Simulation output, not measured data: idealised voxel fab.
Process module heading - voxel released beams
Square cell edge 5 nm, section width 275 nm, ID cut.
In this document a cross-section is written as a grid of square cells. It is given as a series of bands, listed from the top down, and a band is one or more rows of cells.
The band entry comprises the height of the band's top followed by the height of its bottom, expressed in nm, and subsequently the band's materials from left to right, each stated together with its width in nm. Where a single material is marked with the word "full width", that material fills the band from edge to edge. The word "empty" represents empty space.
Beneath 0, the wafer as received is one material, and that level is where height counting begins. The lowest band goes on downward without a bottom; it is written like "0 down".
The two numbers in a width such as "30 to 40" mark its ends across the band: the first belongs to the top row of cells, the second to the bottom row, and from each row to the next the width moves by the same amount.
For the purposes of this document, the phrase "same as before" attached to a step denotes that no cell within the cross-section was modified by that step.
For the entry "Enclosed internal voids", the listed items are empty spaces with no open way to the top whose size is 8 cells or more; each item follows the pattern width x height at distance, where distance is from the left edge and all three are in nm.
It should be noted that, on the line of a given step, the content following the step's settings is a remark produced by the simulator itself with respect to that step.
For masked steps, "overlay nm" on the step line gives how far right of plan the mask actually lay; a minus sign means it lay to the left.
The steps planned for the process are as follows:
1 RECEIVE,material Si
2 CONFORMAL_DEP,material SiN,thk nm 5
3 DIRECTIONAL_DEP,material SiO2,thk nm 20
4 MASKED_ETCH,tone open,mask id ANCHOR,width nm 35,etch materials SiO2,depth nm 20,overlay nm 0
5 CONFORMAL_DEP,material TiN,thk nm 10
6 MASKED_ETCH,tone cover,mask id BEAM,width nm 85,etch materials TiN,depth nm 10,overlay nm 0
7 STRIP,etch materials SiO2
The first wafer of two, processed as planned:
Incoming wafer, cross-sectional view, post step 1:
* 0 down  Si full width
* Enclosed internal voids: none
After step 2: wafer cross-section:
* 5 to 0  SiN full width
* Anything lower than 0 is untouched.
After step 3: wafer cross-section:
* 25 to 5  SiO2 full width
* Anything lower than 5 is untouched.
After step 4: wafer cross-section:
* 25 to 5  95 nm SiO2  35 nm empty  145 nm SiO2
* Anything lower than 5 is untouched.
After step 5: wafer cross-section:
* 35 to 25  105 nm TiN  15 nm empty  155 nm TiN
* 25 to 15  95 nm SiO2  10 nm TiN  15 nm empty  10 nm TiN  145 nm SiO2
* 15 to 5  95 nm SiO2  35 nm TiN  145 nm SiO2
* Anything lower than 5 is untouched.
After step 6: wafer cross-section:
* 35 to 25  90 nm empty  15 nm TiN  15 nm empty  55 nm TiN  100 nm empty
* Anything lower than 25 is untouched.
After step 7: wafer cross-section:
* 35 to 25  90 nm empty  15 nm TiN  15 nm empty  55 nm TiN  100 nm empty
* 25 to 15  95 nm empty  10 nm TiN  15 nm empty  10 nm TiN  145 nm empty
* 15 to 5  95 nm empty  35 nm TiN  145 nm empty
* Anything lower than 5 is untouched.
Second wafer, same starting state and plan as the first, one mistake in the run, identical through step 2:
Second wafer, section view, time point: scheduled end of step 3: same as before
Second wafer, section view, time point: scheduled end of step 4: same as before
Second wafer, section view, time point: scheduled end of step 5:
* 15 to 5  TiN full width
* Anything lower than 5 is untouched.
Second wafer, section view, time point: scheduled end of step 6:
* 15 to 5  90 nm empty  85 nm TiN  100 nm empty
* Anything lower than 5 is untouched.
Second wafer, section view, time point: scheduled end of step 7: same as before
The mistake made against the process plan was this: step 3 of the plan was bypassed and not carried out
at the end the second wafer has, in cells: TiN: 16 fewer
